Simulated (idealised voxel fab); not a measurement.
A process module follows: voxel transistor to metal.
Pictured: cross-section cut, 185 nm wide, on a grid of 5 nm square cells.
The cross-sections in this document take the form of a grid made of square cells. They are written out as bands, in order from top to bottom. Each band consists of one or more rows of cells. Look at the band entry: it leads with the top's height and the bottom's height in nm. Then it lists the materials left to right, with a width in nm for each. The word "full width" on a single material says that material fills the band edge to edge. The word "blank" is empty space. Heads up on the height convention: 0 is the point under which the incoming wafer is all one material, and the lowest band has no bottom, it just keeps going down, like "from 0 down". When a width is written as two numbers, as in "30 to 40", the first number is the width in the top row of cells of the band and the second is the width in its bottom row, and the width changes by the same amount from each row to the next. "identical to before" for a step: no cell of the cross-section changed in that step. Closed empty spaces (no open way to the top) of 8 cells or more are what "Closed void inventory" lists, each as width x height at distance from the left edge, nm for all three. Note: text after step settings on the step line = simulator remark on that step. If you see "overlay nm" on a step's line and that step has a mask, it's telling you how far right of where it was planned the mask ended up; a negative number means it went left instead.

# Below is the list of planned process steps
1. RECEIVE (material Si)
2. OXIDIZE (depth nm 5)
3. CONFORMAL_DEP (material SiN; thk nm 15)
4. MASKED_ETCH (tone cover; mask id ACTIVE; width nm 130; etch materials SiN; depth nm 15; overlay nm 0)
5. MASKED_ETCH (tone cover; mask id ACTIVE; width nm 130; etch materials SiO2; depth nm 5; overlay nm 0)
6. MASKED_ETCH (tone cover; mask id ACTIVE; width nm 130; etch materials Si; depth nm 35; overlay nm 0)
7. FILL_DEP (material SiO2; thk nm 10)
8. CMP (height nm 15)
9. SELECTIVE_ETCH (etch materials SiO2; depth nm 10)
10. STRIP (etch materials SiN)
11. SELECTIVE_ETCH (etch materials SiO2; depth nm 5)
12. OXIDIZE (depth nm 5)
13. DIRECTIONAL_DEP (material polySi; thk nm 25)
14. DIRECTIONAL_DEP (material SiCN; thk nm 10)
15. DIRECTIONAL_DEP (material aC; thk nm 15)
16. PATTERN (tone cover; mask id GATE; material resist; width nm 30; thk nm 30; overlay nm 0)
17. DIRECTIONAL_ETCH (etch materials aC; depth nm 15)
18. STRIP (etch materials resist)
19. DIRECTIONAL_ETCH (etch materials SiCN; depth nm 20)
20. DIRECTIONAL_ETCH (etch materials polySi; depth nm 35)
21. STRIP (etch materials aC)
22. CONFORMAL_DEP (material SiO2; thk nm 5)
23. DIRECTIONAL_ETCH (etch materials SiO2; depth nm 5)
24. CONFORMAL_DEP (material SiN; thk nm 10)
25. DIRECTIONAL_ETCH (etch materials SiN; depth nm 10)
26. DIRECTIONAL_ETCH (etch materials SiO2; depth nm 5)
27. DIRECTIONAL_ETCH (etch materials Si; depth nm 5)
28. EPI (material pSi; thk nm 5)
29. FILL_DEP (material SiO2; thk nm 10)
30. CMP (height nm 20)
31. STRIP (etch materials polySi)
32. SELECTIVE_ETCH (etch materials SiO2; depth nm 5)
33. CONFORMAL_DEP (material HfO2; thk nm 5)
34. CONFORMAL_DEP (material TiN; thk nm 5)
35. FILL_DEP (material W; thk nm 5)
36. CMP (height nm 15)
37. DIRECTIONAL_DEP (material SiO2; thk nm 10)
38. PATTERN (tone open; mask id CONTACT; material resist; width nm 20; pitch nm 90; thk nm 20; overlay nm 0)
39. DIRECTIONAL_ETCH (etch materials SiO2; depth nm 35)
40. STRIP (etch materials resist)
41. CONFORMAL_DEP (material TiN; thk nm 5)
42. FILL_DEP (material Ru; thk nm 5)
43. CMP (height nm 25)
44. DIRECTIONAL_DEP (material TiN; thk nm 5)
45. DIRECTIONAL_DEP (material Ru; thk nm 20)
46. MASKED_ETCH (tone cover; mask id METAL_1; width nm 20; pitch nm 90; etch materials Ru; depth nm 20; overlay nm 0)
47. MASKED_ETCH (tone cover; mask id METAL_1; width nm 20; pitch nm 90; etch materials TiN; depth nm 5; overlay nm 0)
48. FILL_DEP (material SiO2; thk nm 5)
49. CMP (height nm 50)
50. CONFORMAL_DEP (material SiN; thk nm 5)

# Incoming wafer in cross-section (state: after step 1)
* from 0 down: Si full width
* Closed void inventory: none

# Wafer cross-section at module end: first of two, run to plan
* from 55 to 50: SiN full width
* from 50 to 30: SiO2: 35, Ru: 20, SiO2: 70, Ru: 20, SiO2: 40
* from 30 to 25: SiO2: 35, TiN: 20, SiO2: 70, TiN: 20, SiO2: 40
* from 25 to 15: SiO2: 35, TiN: 5, Ru: 10, TiN: 5, SiO2: 70, TiN: 5, Ru: 10, TiN: 5, SiO2: 40
* from 15 to 0: SiO2: 35, TiN: 5, Ru: 10, TiN: 5, SiO2: 5, SiN: 10, HfO2: 5, TiN: 5, W: 20, TiN: 5, HfO2: 5, SiN: 10, SiO2: 5, TiN: 5, Ru: 10, TiN: 5, SiO2: 40
* from 0 to -5: SiO2: 25, SiN: 10, TiN: 10, Ru: 5, TiN: 5, SiO2: 5, SiN: 10, HfO2: 5, TiN: 30, HfO2: 5, SiN: 10, SiO2: 5, TiN: 5, Ru: 5, TiN: 10, SiN: 10, SiO2: 30
* from -5 to -10: SiO2: 35, pSi: 5, TiN: 15, pSi: 5, SiO2: 10, HfO2: 40, SiO2: 10, pSi: 5, TiN: 15, pSi: 5, SiO2: 40
* from -10 to -15: SiO2: 25, Si: 10, pSi: 25, Si: 60, pSi: 25, Si: 10, SiO2: 30
* from -15 to -40: SiO2: 25, Si: 130, SiO2: 30
* from -40 down: Si full width
* Closed void inventory: none

# Presented here is a cross-section of the second of the two wafers as it stood at the end of the module. It was started in the same manner and assigned the same plan as the first wafer; however, one mistake was made in its execution
* from 55 to 50: SiN full width
* from 50 to 30: SiO2: 35, Ru: 20, SiO2: 70, Ru: 20, SiO2: 40
* from 30 to 25: SiO2: 35, TiN: 20, SiO2: 70, TiN: 20, SiO2: 40
* from 25 to 15: SiO2: 35, TiN: 5, Ru: 10, TiN: 5, SiO2: 70, TiN: 5, Ru: 10, TiN: 5, SiO2: 40
* from 15 to 5: SiO2: 35, TiN: 5, Ru: 10, TiN: 5, SiO2: 5, SiN: 10, HfO2: 5, TiN: 5, W: 20, TiN: 5, HfO2: 5, SiN: 10, SiO2: 5, TiN: 5, Ru: 10, TiN: 5, SiO2: 40
* from 5 to 0: SiO2: 35, TiN: 5, Ru: 10, TiN: 5, SiO2: 5, SiN: 10, HfO2: 5, TiN: 30, HfO2: 5, SiN: 10, SiO2: 5, TiN: 5, Ru: 10, TiN: 5, SiO2: 40
* from 0 to -5: SiO2: 15, SiN: 10, SiO2: 10, TiN: 20, pSi: 5, SiO2: 10, HfO2: 40, SiO2: 10, pSi: 5, TiN: 20, SiO2: 10, SiN: 10, SiO2: 20
* from -5 to -10: SiO2: 10, pSi: 5, SiO2: 20, pSi: 25, Si: 60, pSi: 25, SiO2: 20, pSi: 5, SiO2: 15
* from -10 to -15: pSi: 15, Si: 150, pSi: 20
* from -15 down: Si full width
* Closed void inventory: none
What broke from the plan during processing? step 4 was run on a setting that differed from the plan, and what really ran there is MASKED_ETCH (tone open; mask id ACTIVE; width nm 130; etch materials SiN; depth nm 15; overlay nm 0)
Cell-count delta at end, second wafer over first, by material: 2 fewer of HfO2, 2 fewer of Ru, 81 more of Si, 4 fewer of SiN, 70 fewer of SiO2, 6 fewer of TiN, 4 fewer of W, 7 more of pSi
